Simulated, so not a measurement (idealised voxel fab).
This section sets out a process module, namely voxel wiring stack.
Cross-section cut spans 240 nm and uses square cells 5 nm in size.
We lay out every cross-section as a grid of square cells and spell it out in bands from the top down, where one band means one or more rows of cells. First you get the band's top height and its bottom height, in nm, and then the materials it's made of, left to right, with each width in nm. If you see a single material with "all across", that one covers the band edge to edge. "empty" is empty space. The level at which height equals 0 is the one under which the wafer, as it arrives, is entirely one material. No lower edge exists for the bottom band, which continues downward and is notated as in "0 nm and below". Per-row width for "30 to 40": begins at first number (top row of band), ends at second number (bottom row), increment between rows held constant. "nothing changed" after a step means that no cell of the cross-section changed. The entry titled "Sealed cavities" provides the empty spaces that have no open way to the top, restricted to those of 8 cells or more. Each is presented as width x height at distance, the distance being measured from the left edge, with all three in nm. Text after the settings on a step's line: the simulator's own remark on that step. overlay nm: on a step with a mask, how far right of its planned place the mask lay; negative means left.
## The following list gives the planned process steps
1: RECEIVE, material Si
2: CONFORMAL_DEP, material SiO2, thk nm 15
3: DIRECTIONAL_DEP, material TiN, thk nm 5
4: DIRECTIONAL_DEP, material Ru, thk nm 20
5: MASKED_ETCH, tone cover, mask id METAL_1, width nm 25, pitch nm 40, etch materials Ru, depth nm 20, overlay nm 0
6: MASKED_ETCH, tone cover, mask id METAL_1, width nm 25, pitch nm 40, etch materials TiN, depth nm 5, overlay nm 0
7: FILL_DEP, material SiO2, thk nm 5
8: CMP, height nm 40
9: CONFORMAL_DEP, material SiCN, thk nm 5
10: DIRECTIONAL_DEP, material lowk, thk nm 15
11: MASKED_ETCH, tone open, mask id PLUG_1, width nm 15, pitch nm 40, etch materials lowk, depth nm 15, overlay nm 0
12: MASKED_ETCH, tone open, mask id PLUG_1, width nm 15, pitch nm 40, etch materials SiCN, depth nm 5, overlay nm 0
13: EPI, material Ru, thk nm 10
14: EPI, material Ru, thk nm 10
15: CONFORMAL_DEP, material SiN, thk nm 5
16: DIRECTIONAL_DEP, material SiO2, thk nm 15
17: DIRECTIONAL_DEP, material aC, thk nm 15
18: PATTERN, tone open, mask id METAL_2, material resist, width nm 25, pitch nm 40, thk nm 30, overlay nm 0
19: DIRECTIONAL_ETCH, etch materials aC, depth nm 15
20: STRIP, etch materials resist
21: DIRECTIONAL_ETCH, etch materials SiO2, depth nm 15
22: DIRECTIONAL_ETCH, etch materials SiN, depth nm 5
23: STRIP, etch materials aC
24: CONFORMAL_DEP, material TiN, thk nm 5
25: FILL_DEP, material Cu, thk nm 5
26: CMP, height nm 80
27: CONFORMAL_DEP, material SiCN, thk nm 5
28: DIRECTIONAL_DEP, material SiO2, thk nm 25
29: MASKED_ETCH, tone open, mask id METAL_3_HOLES, width nm 15, etch materials SiO2, depth nm 25, overlay nm 0
30: DIRECTIONAL_DEP, material aC, thk nm 15
31: PATTERN, tone open, mask id METAL_3, material resist, width nm 25, pitch nm 40, thk nm 30, overlay nm 0
32: DIRECTIONAL_ETCH, etch materials aC, depth nm 15
33: STRIP, etch materials resist
34: DIRECTIONAL_ETCH, etch materials SiO2, depth nm 15
35: DIRECTIONAL_ETCH, etch materials SiCN, depth nm 5
36: STRIP, etch materials aC
37: CONFORMAL_DEP, material TiN, thk nm 5
38: FILL_DEP, material Ru, thk nm 10
39: CMP, height nm 110
40: CONFORMAL_DEP, material SiCN, thk nm 5
41: DIRECTIONAL_DEP, material SiO2, thk nm 30
42: PATTERN, tone open, mask id METAL_4, material resist, width nm 25, pitch nm 40, thk nm 20, overlay nm 0
43: DIRECTIONAL_ETCH, etch materials SiO2, depth nm 20
44: STRIP, etch materials resist
45: MASKED_ETCH, tone open, mask id METAL_4_HOLES, width nm 15, pitch nm 40, etch materials SiO2, depth nm 10, overlay nm 0
46: MASKED_ETCH, tone open, mask id METAL_4_HOLES, width nm 15, pitch nm 40, etch materials SiCN, depth nm 5, overlay nm 0
47: CONFORMAL_DEP, material TiN, thk nm 5
48: FILL_DEP, material Cu, thk nm 5
49: CMP, height nm 145
50: CONFORMAL_DEP, material SiN, thk nm 5
## Cross-section, incoming material, after step 1
    0 nm and below | Si all across
    Sealed cavities: none
## First of two wafers: cross-section at end of module, run per plan
    150 nm to 145 nm | SiN all across
    145 nm to 130 nm | 85 nm SiO2; 5 nm TiN; 15 nm Cu; 5 nm TiN; 15 nm SiO2; 5 nm TiN; 15 nm Cu; 5 nm TiN; 90 nm SiO2
    130 nm to 125 nm | 85 nm SiO2; 5 nm TiN; 5 nm Cu; 15 nm TiN; 15 nm SiO2; 5 nm TiN; 5 nm Cu; 15 nm TiN; 90 nm SiO2
    125 nm to 115 nm | 85 nm SiO2; 5 nm TiN; 5 nm Cu; 5 nm TiN; 25 nm SiO2; 5 nm TiN; 5 nm Cu; 5 nm TiN; 100 nm SiO2
    115 nm to 110 nm | 85 nm SiCN; 15 nm TiN; 25 nm SiCN; 15 nm TiN; 100 nm SiCN
    110 nm to 100 nm | 85 nm SiO2; 5 nm TiN; 15 nm Ru; 5 nm TiN; 15 nm SiO2; 5 nm TiN; 15 nm Ru; 5 nm TiN; 90 nm SiO2
    100 nm to 95 nm | 85 nm SiO2; 5 nm TiN; 5 nm Ru; 15 nm TiN; 15 nm SiO2; 25 nm TiN; 90 nm SiO2
    95 nm to 85 nm | 85 nm SiO2; 5 nm TiN; 5 nm Ru; 5 nm TiN; 140 nm SiO2
    85 nm to 80 nm | 85 nm SiCN; 15 nm TiN; 140 nm SiCN
    80 nm to 65 nm | 85 nm SiO2; 5 nm TiN; 15 nm Cu; 5 nm TiN; 15 nm SiO2; 5 nm TiN; 15 nm Cu; 5 nm TiN; 90 nm SiO2
    65 nm to 60 nm | 85 nm SiN; 25 nm TiN; 15 nm SiN; 25 nm TiN; 90 nm SiN
    60 nm to 45 nm | 85 nm lowk; 15 nm Ru; 25 nm lowk; 15 nm Ru; 100 nm lowk
    45 nm to 40 nm | 85 nm SiCN; 15 nm Ru; 25 nm SiCN; 15 nm Ru; 100 nm SiCN
    40 nm to 20 nm | 85 nm SiO2; 25 nm Ru; 15 nm SiO2; 25 nm Ru; 90 nm SiO2
    20 nm to 15 nm | 85 nm SiO2; 25 nm TiN; 15 nm SiO2; 25 nm TiN; 90 nm SiO2
    15 nm to 0 nm | SiO2 all across
    0 nm and below | Si all across
    Sealed cavities: none
## Wafer two, end of module, cross-section. Same start, same plan as wafer one. One mistake in the run
    150 nm to 145 nm | SiN all across
    145 nm to 130 nm | 85 nm SiO2; 5 nm TiN; 15 nm Cu; 5 nm TiN; 15 nm SiO2; 5 nm TiN; 15 nm Cu; 5 nm TiN; 90 nm SiO2
    130 nm to 125 nm | 85 nm SiO2; 5 nm TiN; 5 nm Cu; 15 nm TiN; 15 nm SiO2; 5 nm TiN; 5 nm Cu; 15 nm TiN; 90 nm SiO2
    125 nm to 115 nm | 85 nm SiO2; 5 nm TiN; 5 nm Cu; 5 nm TiN; 25 nm SiO2; 5 nm TiN; 5 nm Cu; 5 nm TiN; 100 nm SiO2
    115 nm to 110 nm | 85 nm SiCN; 15 nm TiN; 25 nm SiCN; 15 nm TiN; 100 nm SiCN
    110 nm to 100 nm | 85 nm SiO2; 5 nm TiN; 15 nm Ru; 5 nm TiN; 15 nm SiO2; 5 nm TiN; 15 nm Ru; 5 nm TiN; 90 nm SiO2
    100 nm to 95 nm | 85 nm SiO2; 5 nm TiN; 5 nm Ru; 15 nm TiN; 15 nm SiO2; 25 nm TiN; 90 nm SiO2
    95 nm to 85 nm | 85 nm SiO2; 5 nm TiN; 5 nm Ru; 5 nm TiN; 140 nm SiO2
    85 nm to 80 nm | 85 nm SiCN; 15 nm TiN; 140 nm SiCN
    80 nm to 75 nm | Cu all across
    75 nm to 70 nm | 90 nm TiN; 15 nm Cu; 25 nm TiN; 15 nm Cu; 95 nm TiN
    70 nm to 55 nm | 85 nm SiO2; 5 nm TiN; 15 nm Cu; 5 nm TiN; 15 nm SiO2; 5 nm TiN; 15 nm Cu; 5 nm TiN; 90 nm SiO2
    55 nm to 50 nm | 85 nm SiN; 25 nm TiN; 15 nm SiN; 25 nm TiN; 90 nm SiN
    50 nm to 35 nm | 85 nm lowk; 15 nm Ru; 25 nm lowk; 15 nm Ru; 100 nm lowk
    35 nm to 30 nm | 85 nm SiCN; 15 nm Ru; 25 nm SiCN; 15 nm Ru; 100 nm SiCN
    30 nm to 20 nm | 85 nm SiO2; 25 nm Ru; 15 nm SiO2; 25 nm Ru; 90 nm SiO2
    20 nm to 15 nm | 85 nm SiO2; 25 nm TiN; 15 nm SiO2; 25 nm TiN; 90 nm SiO2
    15 nm to 0 nm | SiO2 all across
    0 nm and below | Si all across
    Sealed cavities: none
Heads up, the wafer didn't run the way we planned it: heads up, step 8 didn't go per plan, it actually ran as CMP, height nm 30
FYI, end of process, the second wafer has more or fewer cells of some materials than the first: +54 Cu | -20 Ru | -76 SiO2 | +42 TiN
